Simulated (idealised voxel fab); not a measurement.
process module | voxel self aligned vias
cross-section cut | 165 nm wide | cells 5 nm
A cross-section is a grid of square cells, given in bands from the top down. A band is one or more rows of cells.
Each band's line starts with the height of the band's top and of its bottom, in nm. Then come its materials from left to right, each with its width in nm. One material with "throughout" fills the band from edge to edge. "air" is empty space.
Height 0 is the level under which the wafer as received is all one material. The lowest band goes on downwards, as in "0 down".
A width such as "30 to 40" changes by the same amount from each row of cells to the next, from the band's top row to its bottom row.
"no change" after a step means that no cell of the cross-section changed.
closed voids: empty space of 8 cells or more with no open way to the top, each as width x height at its distance from the left edge, in nm
after a step's settings: what the simulator itself notes on the step
overlay nm, on a step with a mask: how far to the right of its planned place the mask lay; to the left if negative
plan
1 op RECEIVE | material Si
2 op CONFORMAL_DEP | material SiO2 | thk nm 15
3 op CONFORMAL_DEP | material SiCN | thk nm 5
4 op DIRECTIONAL_DEP | material SiO2 | thk nm 20
5 op MASKED_ETCH | tone open | mask id LINES | width nm 20 | pitch nm 55 | etch materials SiO2 | depth nm 20 | overlay nm 0
6 op CONFORMAL_DEP | material TiN | thk nm 5
7 op FILL_DEP | material Ru | thk nm 5
8 op CMP | height nm 40
9 op SELECTIVE_ETCH | etch materials W Ru TiN | depth nm 5
10 op FILL_DEP | material SiN | thk nm 10
11 op CMP | height nm 40
12 op DIRECTIONAL_DEP | material SiO2 | thk nm 20
13 op DIRECTIONAL_DEP | material aC | thk nm 10
14 op PATTERN | tone open | mask id VIAS | material resist | width nm 30 | thk nm 30 | overlay nm 0
15 op DIRECTIONAL_ETCH | etch materials aC | depth nm 10
16 op STRIP | etch materials resist
17 op DIRECTIONAL_ETCH | etch materials SiO2 | depth nm 20
18 op DIRECTIONAL_ETCH | etch materials SiN | depth nm 5
19 op STRIP | etch materials aC
20 op CONFORMAL_DEP | material TiN | thk nm 5
21 op FILL_DEP | material Cu | thk nm 5
22 op CMP | height nm 60
23 op CONFORMAL_DEP | material SiCN | thk nm 5
as received, after step 1
  0 down: Si throughout
  closed voids: none
first wafer at the end, as planned
  65 to 60: SiCN throughout
  60 to 45: SiO2 40 | TiN 5 | Cu 20 | TiN 5 | SiO2 95
  45 to 40: SiO2 40 | TiN 10 | Cu 10 | TiN 10 | SiO2 95
  40 to 35: SiO2 45 | TiN 20 | SiO2 35 | SiN 20 | SiO2 45
  35 to 25: SiO2 45 | TiN 5 | Ru 10 | TiN 5 | SiO2 35 | TiN 5 | Ru 10 | TiN 5 | SiO2 45
  25 to 20: SiO2 45 | TiN 20 | SiO2 35 | TiN 20 | SiO2 45
  20 to 15: SiCN throughout
  15 to 0: SiO2 throughout
  0 down: Si throughout
  closed voids: none
second wafer at the end: like start, like plan, one mistake
  60 to 55: SiCN throughout
  55 to 45: SiO2 40 | TiN 5 | Cu 20 | TiN 5 | SiO2 95
  45 to 40: SiO2 40 | TiN 10 | Cu 10 | TiN 10 | SiO2 95
  40 to 35: SiO2 45 | TiN 20 | SiO2 35 | SiN 20 | SiO2 45
  35 to 25: SiO2 45 | TiN 5 | Ru 10 | TiN 5 | SiO2 35 | TiN 5 | Ru 10 | TiN 5 | SiO2 45
  25 to 20: SiO2 45 | TiN 20 | SiO2 35 | TiN 20 | SiO2 45
  20 to 15: SiCN throughout
  15 to 0: SiO2 throughout
  0 down: Si throughout
  closed voids: none
what went wrong: step 22 ran as: op CMP | height nm 55
at the end the second wafer has, in cells: 4 fewer of Cu | 27 fewer of SiO2 | 2 fewer of TiN
